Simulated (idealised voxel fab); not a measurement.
Documented hereafter: the process module known as voxel capacitor over wiring.
Cross-sectional view cut (width: 175 nm; square cell size: 5 nm).
Cross-section format: a grid of square cells, given as bands from top to bottom; each band is one or more rows of cells.
The band entry comprises the height of the band's top followed by the height of its bottom, expressed in nm, and subsequently the band's materials from left to right, each stated together with its width in nm. Where a single material is marked with the word "all across", that material fills the band from edge to edge. The word "air" represents empty space.
Basically, 0 is our baseline, since under it the wafer straight out of the box is all one material. The bottom band has no lower end and keeps on going down, so it looks like "z 0 and below".
Width "30 to 40": first value at the band's top row of cells, second value at its bottom row, equal change from row to row.
Step marked "nothing different"? Then no cell in the cross-section changed in it.
Entry "Closed internal voids" = empty spaces >= 8 cells with no open way to the top; each as width x height at distance, distance from left edge, all nm.
On a step's line, text after the settings is the simulator commenting on that step.
overlay nm: mask offset rightward from planned place, masked step; negative means leftward offset.
List of planned process steps
- 1: RECEIVE: material Si
- 2: CONFORMAL_DEP: material SiO2, thk nm 15
- 3: DIRECTIONAL_DEP: material TiN, thk nm 5
- 4: DIRECTIONAL_DEP: material Ru, thk nm 20
- 5: PATTERN: tone cover, mask id METAL_1, material resist, width nm 20, pitch nm 70, thk nm 15, overlay nm 0
- 6: DIRECTIONAL_ETCH: etch materials Ru, depth nm 20
- 7: DIRECTIONAL_ETCH: etch materials TiN, depth nm 5
- 8: STRIP: etch materials resist
- 9: FILL_DEP: material lowk, thk nm 10
- 10: CMP: height nm 40
- 11: CONFORMAL_DEP: material SiCN, thk nm 5
- 12: DIRECTIONAL_DEP: material SiO2, thk nm 20
- 13: PATTERN: tone open, mask id PLUG_1, material resist, width nm 15, thk nm 20, overlay nm 0
- 14: DIRECTIONAL_ETCH: etch materials SiO2, depth nm 20
- 15: DIRECTIONAL_ETCH: etch materials SiCN, depth nm 5
- 16: STRIP: etch materials resist
- 17: CONFORMAL_DEP: material TiN, thk nm 5
- 18: FILL_DEP: material Ru, thk nm 10
- 19: CMP: height nm 65
- 20: DIRECTIONAL_DEP: material TiN, thk nm 5
- 21: DIRECTIONAL_DEP: material SiN, thk nm 5
- 22: DIRECTIONAL_DEP: material TiN, thk nm 5
- 23: PATTERN: tone cover, mask id UPPER_PLATE, material resist, width nm 55, thk nm 20, overlay nm 0
- 24: DIRECTIONAL_ETCH: etch materials TiN, depth nm 5
- 25: DIRECTIONAL_ETCH: etch materials SiN, depth nm 5
- 26: STRIP: etch materials resist
- 27: MASKED_ETCH: tone cover, mask id LOWER_PLATE, width nm 65, etch materials TiN, depth nm 5, overlay nm 0
- 28: FILL_DEP: material SiO2, thk nm 15
- 29: CMP: height nm 90
- 30: DIRECTIONAL_DEP: material aC, thk nm 10
- 31: PATTERN: tone open, mask id PLUG_2, material resist, width nm 15, thk nm 25, overlay nm 0
- 32: DIRECTIONAL_ETCH: etch materials aC, depth nm 10
- 33: STRIP: etch materials resist
- 34: DIRECTIONAL_ETCH: etch materials SiO2, depth nm 10
- 35: STRIP: etch materials aC
- 36: CONFORMAL_DEP: material TiN, thk nm 5
- 37: FILL_DEP: material W, thk nm 5
- 38: CMP: height nm 90
- 39: CONFORMAL_DEP: material SiCN, thk nm 5
First of two wafers - as planned
Incoming wafer in cross-section (state: after step 1)
- z 0 and below = Si all across
- Closed internal voids: none
Step 2 done - wafer cross-section
- z 15 to 0 = SiO2 all across
- Anything lower than 0 is untouched.
Step 3 done - wafer cross-section
- z 20 to 15 = TiN all across
- Anything lower than 15 is untouched.
Step 4 done - wafer cross-section
- z 40 to 20 = Ru all across
- Anything lower than 20 is untouched.
Step 5 done - wafer cross-section
- z 55 to 40 = air 40, then resist 20, then air 50, then resist 20, then air 45
- Anything lower than 40 is untouched.
Step 6 done - wafer cross-section
- z 55 to 40 = air 40, then resist 20, then air 50, then resist 20, then air 45
- z 40 to 20 = air 40, then Ru 20, then air 50, then Ru 20, then air 45
- Anything lower than 20 is untouched.
Step 7 done - wafer cross-section
- z 55 to 40 = air 40, then resist 20, then air 50, then resist 20, then air 45
- z 40 to 20 = air 40, then Ru 20, then air 50, then Ru 20, then air 45
- z 20 to 15 = air 40, then TiN 20, then air 50, then TiN 20, then air 45
- Anything lower than 15 is untouched.
Step 8 done - wafer cross-section
- z 40 to 20 = air 40, then Ru 20, then air 50, then Ru 20, then air 45
- Anything lower than 20 is untouched.
Step 9 done - wafer cross-section
- z 50 to 40 = lowk all across
- z 40 to 20 = lowk 40, then Ru 20, then lowk 50, then Ru 20, then lowk 45
- z 20 to 15 = lowk 40, then TiN 20, then lowk 50, then TiN 20, then lowk 45
- Anything lower than 15 is untouched.
Step 10 done - wafer cross-section
- z 40 to 20 = lowk 40, then Ru 20, then lowk 50, then Ru 20, then lowk 45
- Anything lower than 20 is untouched.
Step 11 done - wafer cross-section
- z 45 to 40 = SiCN all across
- Anything lower than 40 is untouched.
Step 12 done - wafer cross-section
- z 65 to 45 = SiO2 all across
- Anything lower than 45 is untouched.
Step 13 done - wafer cross-section
- z 85 to 65 = resist 45, then air 15, then resist 115
- Anything lower than 65 is untouched.
Step 14 done - wafer cross-section
- z 85 to 65 = resist 45, then air 15, then resist 115
- z 65 to 45 = SiO2 45, then air 15, then SiO2 115
- Anything lower than 45 is untouched.
Step 15 done - wafer cross-section
- z 85 to 65 = resist 45, then air 15, then resist 115
- z 65 to 45 = SiO2 45, then air 15, then SiO2 115
- z 45 to 40 = SiCN 45, then air 15, then SiCN 115
- Anything lower than 40 is untouched.
Step 16 done - wafer cross-section
- z 65 to 45 = SiO2 45, then air 15, then SiO2 115
- Anything lower than 45 is untouched.
Step 17 done - wafer cross-section
- z 70 to 65 = TiN 50, then air 5, then TiN 120
- z 65 to 45 = SiO2 45, then TiN 5, then air 5, then TiN 5, then SiO2 115
- z 45 to 40 = SiCN 45, then TiN 15, then SiCN 115
- Anything lower than 40 is untouched.
Step 18 done - wafer cross-section
- z 80 to 70 = Ru all across
- z 70 to 65 = TiN 50, then Ru 5, then TiN 120
- z 65 to 45 = SiO2 45, then TiN 5, then Ru 5, then TiN 5, then SiO2 115
- Anything lower than 45 is untouched.
Step 19 done - wafer cross-section
- z 65 to 45 = SiO2 45, then TiN 5, then Ru 5, then TiN 5, then SiO2 115
- Anything lower than 45 is untouched.
Step 20 done - wafer cross-section
- z 70 to 65 = TiN all across
- Anything lower than 65 is untouched.
Step 21 done - wafer cross-section
- z 75 to 70 = SiN all across
- Anything lower than 70 is untouched.
Step 22 done - wafer cross-section
- z 80 to 75 = TiN all across
- Anything lower than 75 is untouched.
Step 23 done - wafer cross-section
- z 100 to 80 = air 45, then resist 55, then air 75
- Anything lower than 80 is untouched.
Step 24 done - wafer cross-section
- z 100 to 80 = air 45, then resist 55, then air 75
- z 80 to 75 = air 45, then TiN 55, then air 75
- Anything lower than 75 is untouched.
Step 25 done - wafer cross-section
- z 100 to 80 = air 45, then resist 55, then air 75
- z 80 to 75 = air 45, then TiN 55, then air 75
- z 75 to 70 = air 45, then SiN 55, then air 75
- Anything lower than 70 is untouched.
Step 26 done - wafer cross-section
- z 80 to 75 = air 45, then TiN 55, then air 75
- Anything lower than 75 is untouched.
Step 27 done - wafer cross-section
- z 80 to 75 = air 45, then TiN 55, then air 75
- z 75 to 70 = air 45, then SiN 55, then air 75
- z 70 to 65 = air 40, then TiN 65, then air 70
- Anything lower than 65 is untouched.
Step 28 done - wafer cross-section
- z 95 to 80 = SiO2 all across
- z 80 to 75 = SiO2 45, then TiN 55, then SiO2 75
- z 75 to 70 = SiO2 45, then SiN 55, then SiO2 75
- z 70 to 65 = SiO2 40, then TiN 65, then SiO2 70
- Anything lower than 65 is untouched.
Step 29 done - wafer cross-section
- z 90 to 80 = SiO2 all across
- Anything lower than 80 is untouched.
Step 30 done - wafer cross-section
- z 100 to 90 = aC all across
- Anything lower than 90 is untouched.
Step 31 done - wafer cross-section
- z 125 to 100 = resist 55, then air 15, then resist 105
- Anything lower than 100 is untouched.
Step 32 done - wafer cross-section
- z 115 to 100 = resist 55, then air 15, then resist 105
- z 100 to 90 = aC 55, then air 15, then aC 105
- Anything lower than 90 is untouched.
Step 33 done - wafer cross-section
- z 100 to 90 = aC 55, then air 15, then aC 105
- Anything lower than 90 is untouched.
Step 34 done - wafer cross-section
- z 100 to 90 = aC 55, then air 15, then aC 105
- z 90 to 80 = SiO2 55, then air 15, then SiO2 105
- Anything lower than 80 is untouched.
Step 35 done - wafer cross-section
- z 90 to 80 = SiO2 55, then air 15, then SiO2 105
- Anything lower than 80 is untouched.
Step 36 done - wafer cross-section
- z 95 to 90 = TiN 60, then air 5, then TiN 110
- z 90 to 85 = SiO2 55, then TiN 5, then air 5, then TiN 5, then SiO2 105
- z 85 to 75 = SiO2 55 to 45, then TiN 15 to 55, then SiO2 105 to 75
- Anything lower than 75 is untouched.
Step 37 done - wafer cross-section
- z 100 to 95 = W all across
- z 95 to 90 = TiN 60, then W 5, then TiN 110
- z 90 to 85 = SiO2 55, then TiN 5, then W 5, then TiN 5, then SiO2 105
- Anything lower than 85 is untouched.
Step 38 done - wafer cross-section
- z 90 to 85 = SiO2 55, then TiN 5, then W 5, then TiN 5, then SiO2 105
- Anything lower than 85 is untouched.
Step 39 done - wafer cross-section
- z 95 to 90 = SiCN all across
- Anything lower than 90 is untouched.
Second wafer, same starting conditions and recipe as the first, one mistake in executing it, nothing differs from the first up to and including step 30
Second wafer cross-section, taken as of the time the plan sets for step 31 to be done
- z 125 to 100 = resist 50, then air 25, then resist 100
- Anything lower than 100 is untouched.
Second wafer cross-section, taken as of the time the plan sets for step 32 to be done
- z 115 to 100 = resist 50, then air 25, then resist 100
- z 100 to 90 = aC 50, then air 25, then aC 100
- Anything lower than 90 is untouched.
Second wafer cross-section, taken as of the time the plan sets for step 33 to be done
- z 100 to 90 = aC 50, then air 25, then aC 100
- Anything lower than 90 is untouched.
Second wafer cross-section, taken as of the time the plan sets for step 34 to be done
- z 100 to 90 = aC 50, then air 25, then aC 100
- z 90 to 80 = SiO2 50, then air 25, then SiO2 100
- Anything lower than 80 is untouched.
Second wafer cross-section, taken as of the time the plan sets for step 35 to be done
- z 90 to 80 = SiO2 50, then air 25, then SiO2 100
- Anything lower than 80 is untouched.
Second wafer cross-section, taken as of the time the plan sets for step 36 to be done
- z 95 to 90 = TiN 55, then air 15, then TiN 105
- z 90 to 85 = SiO2 50, then TiN 5, then air 15, then TiN 5, then SiO2 100
- z 85 to 75 = SiO2 50 to 45, then TiN 25 to 55, then SiO2 100 to 75
- Anything lower than 75 is untouched.
Second wafer cross-section, taken as of the time the plan sets for step 37 to be done
- z 100 to 95 = W all across
- z 95 to 90 = TiN 55, then W 15, then TiN 105
- z 90 to 85 = SiO2 50, then TiN 5, then W 15, then TiN 5, then SiO2 100
- Anything lower than 85 is untouched.
Second wafer cross-section, taken as of the time the plan sets for step 38 to be done
- z 90 to 85 = SiO2 50, then TiN 5, then W 15, then TiN 5, then SiO2 100
- Anything lower than 85 is untouched.
Second wafer cross-section, taken as of the time the plan sets for step 39 to be done
- z 95 to 90 = SiCN all across
- Anything lower than 90 is untouched.
Nonconformance to the process plan: it should be noted that step 31 was executed with settings other than those planned, the operation and settings actually applied being PATTERN: tone open, mask id PLUG_2, material resist, width nm 25, thk nm 25, overlay nm 0
Heads up, by the end the second wafer has more or fewer cells of some materials compared to the first: SiO2: 4 fewer | TiN: 2 more | W: 2 more
